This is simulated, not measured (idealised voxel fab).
process module | voxel transistor to metal
cross-section cut | 175 nm wide | cells 5 nm
A cross-section is a grid of square cells, given in bands from the top down. A band is one or more rows of cells.
Each band's line starts with the height of the band's top and of its bottom, in nm. Then come its materials from left to right, each with its width in nm. One material with "throughout" fills the band from edge to edge. "air" is empty space.
Height 0 is the level under which the wafer as received is all one material. The lowest band goes on downwards, as in "0 down".
A width such as "30 to 40" changes by the same amount from each row of cells to the next, from the band's top row to its bottom row.
"no change" after a step means that no cell of the cross-section changed.
closed voids: empty space of 8 cells or more with no open way to the top, each as width x height at its distance from the left edge, in nm
after a step's settings: what the simulator itself notes on the step
overlay nm, on a step with a mask: how far to the right of its planned place the mask lay; to the left if negative
plan
1 op RECEIVE | material Si
2 op CONFORMAL_DEP | material SiO2 | thk nm 5
3 op CONFORMAL_DEP | material SiN | thk nm 10
4 op DIRECTIONAL_DEP | material aC | thk nm 10
5 op PATTERN | tone cover | mask id ACTIVE | material resist | width nm 110 | thk nm 30 | overlay nm 0
6 op DIRECTIONAL_ETCH | etch materials aC | depth nm 10
7 op STRIP | etch materials resist
8 op DIRECTIONAL_ETCH | etch materials SiN | depth nm 10
9 op DIRECTIONAL_ETCH | etch materials SiO2 | depth nm 5
10 op DIRECTIONAL_ETCH | etch materials Si | depth nm 35
11 op STRIP | etch materials aC
12 op OXIDIZE | depth nm 5
13 op FILL_DEP | material SiO2 | thk nm 5
14 op CMP | height nm 15
15 op SELECTIVE_ETCH | etch materials SiO2 | depth nm 5
16 op STRIP | etch materials SiN
17 op SELECTIVE_ETCH | etch materials SiO2 | depth nm 5
18 op OXIDIZE | depth nm 5
19 op DIRECTIONAL_DEP | material polySi | thk nm 30
20 op DIRECTIONAL_DEP | material SiCN | thk nm 15
21 op DIRECTIONAL_DEP | material aC | thk nm 10
22 op PATTERN | tone cover | mask id GATE | material resist | width nm 20 | thk nm 25 | overlay nm 0
23 op DIRECTIONAL_ETCH | etch materials aC | depth nm 10
24 op STRIP | etch materials resist
25 op DIRECTIONAL_ETCH | etch materials SiCN | depth nm 25
26 op DIRECTIONAL_ETCH | etch materials polySi | depth nm 40
27 op STRIP | etch materials aC
28 op CONFORMAL_DEP | material SiO2 | thk nm 5
29 op DIRECTIONAL_ETCH | etch materials SiO2 | depth nm 5
30 op CONFORMAL_DEP | material SiN | thk nm 10
31 op DIRECTIONAL_ETCH | etch materials SiN | depth nm 10
32 op DIRECTIONAL_ETCH | etch materials SiO2 | depth nm 5
33 op DIRECTIONAL_ETCH | etch materials Si | depth nm 15
34 op EPI | material SiGe | thk nm 15
35 op FILL_DEP | material SiO2 | thk nm 10
36 op CMP | height nm 45
37 op DIRECTIONAL_DEP | material SiO2 | thk nm 10
38 op DIRECTIONAL_DEP | material aC | thk nm 15
39 op PATTERN | tone open | mask id CONTACT | material resist | width nm 30 | pitch nm 60 | thk nm 35 | overlay nm 0
40 op DIRECTIONAL_ETCH | etch materials aC | depth nm 15
41 op STRIP | etch materials resist
42 op DIRECTIONAL_ETCH | etch materials SiO2 | depth nm 45
43 op STRIP | etch materials aC
44 op CONFORMAL_DEP | material TiN | thk nm 5
45 op FILL_DEP | material W | thk nm 5
46 op CMP | height nm 55
47 op DIRECTIONAL_DEP | material TiN | thk nm 5
48 op DIRECTIONAL_DEP | material W | thk nm 25
49 op PATTERN | tone cover | mask id METAL_1 | material resist | width nm 20 | pitch nm 70 | thk nm 15 | overlay nm 0
50 op DIRECTIONAL_ETCH | etch materials W | depth nm 25
51 op DIRECTIONAL_ETCH | etch materials TiN | depth nm 5
52 op STRIP | etch materials resist
53 op CONFORMAL_DEP | material SiN | thk nm 5
54 op FILL_DEP | material lowk | thk nm 5
55 op CMP | height nm 85
56 op CONFORMAL_DEP | material SiCN | thk nm 5
57 op DIRECTIONAL_DEP | material lowk | thk nm 35
58 op MASKED_ETCH | tone open | mask id METAL_2 | width nm 20 | pitch nm 70 | etch materials lowk | depth nm 20 | overlay nm 0
59 op DIRECTIONAL_DEP | material aC | thk nm 15
60 op PATTERN | tone open | mask id METAL_2_HOLES | material resist | width nm 15 | pitch nm 70 | thk nm 35 | overlay nm 0
61 op DIRECTIONAL_ETCH | etch materials aC | depth nm 15
62 op STRIP | etch materials resist
63 op DIRECTIONAL_ETCH | etch materials lowk | depth nm 15
64 op DIRECTIONAL_ETCH | etch materials SiCN | depth nm 5
65 op STRIP | etch materials aC
66 op CONFORMAL_DEP | material TiN | thk nm 5
67 op FILL_DEP | material Ru | thk nm 5
68 op CMP | height nm 125
69 op CONFORMAL_DEP | material SiN | thk nm 5
as received, after step 1
  0 down: Si throughout
  closed voids: none
first wafer at the end, as planned
  130 to 125: SiN throughout
  125 to 110: lowk 40 | TiN 5 | Ru 10 | TiN 5 | lowk 50 | TiN 5 | Ru 10 | TiN 5 | lowk 45
  110 to 105: lowk 40 | TiN 5 | Ru 5 | TiN 10 | lowk 50 | TiN 5 | Ru 5 | TiN 10 | lowk 45
  105 to 90: lowk 40 | TiN 5 | Ru 5 | TiN 5 | lowk 55 | TiN 5 | Ru 5 | TiN 5 | lowk 50
  90 to 85: SiCN 40 | TiN 15 | SiCN 55 | TiN 15 | SiCN 50
  85 to 60: lowk 35 | SiN 5 | W 20 | SiN 5 | lowk 40 | SiN 5 | W 20 | SiN 5 | lowk 40
  60 to 55: SiN 40 | TiN 20 | SiN 50 | TiN 20 | SiN 45
  55 to 45: SiO2 40 | TiN 5 | W 20 to 10 | TiN 5 to 15 | SiO2 30 | TiN 5 to 15 | W 20 to 10 | TiN 5 | SiO2 45
  45 to 30: SiO2 40 | TiN 5 | W 10 | TiN 5 | SiN 10 | SiO2 5 | SiCN 20 | SiO2 5 | SiN 10 | TiN 5 | W 10 | TiN 5 | SiO2 45
  30 to 15: SiO2 40 | TiN 5 | W 10 | TiN 5 | SiN 10 | SiO2 5 | polySi 20 | SiO2 5 | SiN 10 | TiN 5 | W 10 | TiN 5 | SiO2 45
  15 to 10: SiO2 40 | TiN 20 | SiN 10 | SiO2 5 | polySi 20 | SiO2 5 | SiN 10 | TiN 20 | SiO2 45
  10 to 5: SiO2 35 | SiGe 25 | SiN 10 | SiO2 5 | polySi 20 | SiO2 5 | SiN 10 | SiGe 25 | SiO2 40
  5 to 0: SiO2 30 | SiN 10 | SiGe 20 | SiN 10 | SiO2 5 | polySi 20 | SiO2 5 | SiN 10 | SiGe 20 | SiN 10 | SiO2 35
  0 to -5: SiO2 40 | SiGe 20 | SiO2 50 | SiGe 20 | SiO2 45
  -5 to -20: SiO2 35 | Si 5 | SiGe 20 | Si 50 | SiGe 20 | Si 5 | SiO2 40
  -20 to -40: SiO2 35 | Si 100 | SiO2 40
  -40 down: Si throughout
  closed voids: none
second wafer at the end: like start, like plan, one mistake
  130 to 125: SiN throughout
  125 to 110: lowk 40 | TiN 5 | Ru 10 | TiN 5 | lowk 50 | TiN 5 | Ru 10 | TiN 5 | lowk 45
  110 to 105: lowk 40 | TiN 5 | Ru 5 | TiN 10 | lowk 50 | TiN 5 | Ru 5 | TiN 10 | lowk 45
  105 to 90: lowk 40 | TiN 5 | Ru 5 | TiN 5 | lowk 55 | TiN 5 | Ru 5 | TiN 5 | lowk 50
  90 to 85: SiCN 40 | TiN 15 | SiCN 55 | TiN 15 | SiCN 50
  85 to 60: lowk 35 | SiN 5 | W 20 | SiN 5 | lowk 40 | SiN 5 | W 20 | SiN 5 | lowk 40
  60 to 55: SiN 40 | TiN 20 | SiN 50 | TiN 20 | SiN 45
  55 to 50: W 35 | TiN 5 | SiO2 30 | TiN 5 | W 20 | TiN 5 | SiO2 30 | TiN 5 | W 40
  50 to 45: W 35 | TiN 5 | SiO2 30 | TiN 30 | SiO2 30 | TiN 5 | W 40
  45 to 30: W 35 | TiN 5 | SiO2 20 | SiN 10 | TiN 5 | SiCN 20 | TiN 5 | SiN 10 | SiO2 20 | TiN 5 | W 40
  30 to 15: W 35 | TiN 5 | SiO2 20 | SiN 10 | TiN 5 | polySi 20 | TiN 5 | SiN 10 | SiO2 20 | TiN 5 | W 40
  15 to 10: TiN 40 | SiO2 20 | SiN 10 | TiN 5 | polySi 20 | TiN 5 | SiN 10 | SiO2 20 | TiN 45
  10 to 5: SiO2 35 | SiGe 25 | SiN 10 | SiO2 5 | polySi 20 | SiO2 5 | SiN 10 | SiGe 25 | SiO2 40
  5 to 0: SiO2 30 | SiN 10 | SiGe 20 | SiN 10 | SiO2 5 | polySi 20 | SiO2 5 | SiN 10 | SiGe 20 | SiN 10 | SiO2 35
  0 to -5: SiO2 40 | SiGe 20 | SiO2 50 | SiGe 20 | SiO2 45
  -5 to -20: SiO2 35 | Si 5 | SiGe 20 | Si 50 | SiGe 20 | Si 5 | SiO2 40
  -20 to -40: SiO2 35 | Si 100 | SiO2 40
  -40 down: Si throughout
  closed voids: none
what went wrong: step 39 ran as: op PATTERN | tone cover | mask id CONTACT | material resist | width nm 30 | pitch nm 60 | thk nm 35 | overlay nm 0
at the end the second wafer has, in cells: 99 fewer of SiO2 | 11 more of TiN | 88 more of W
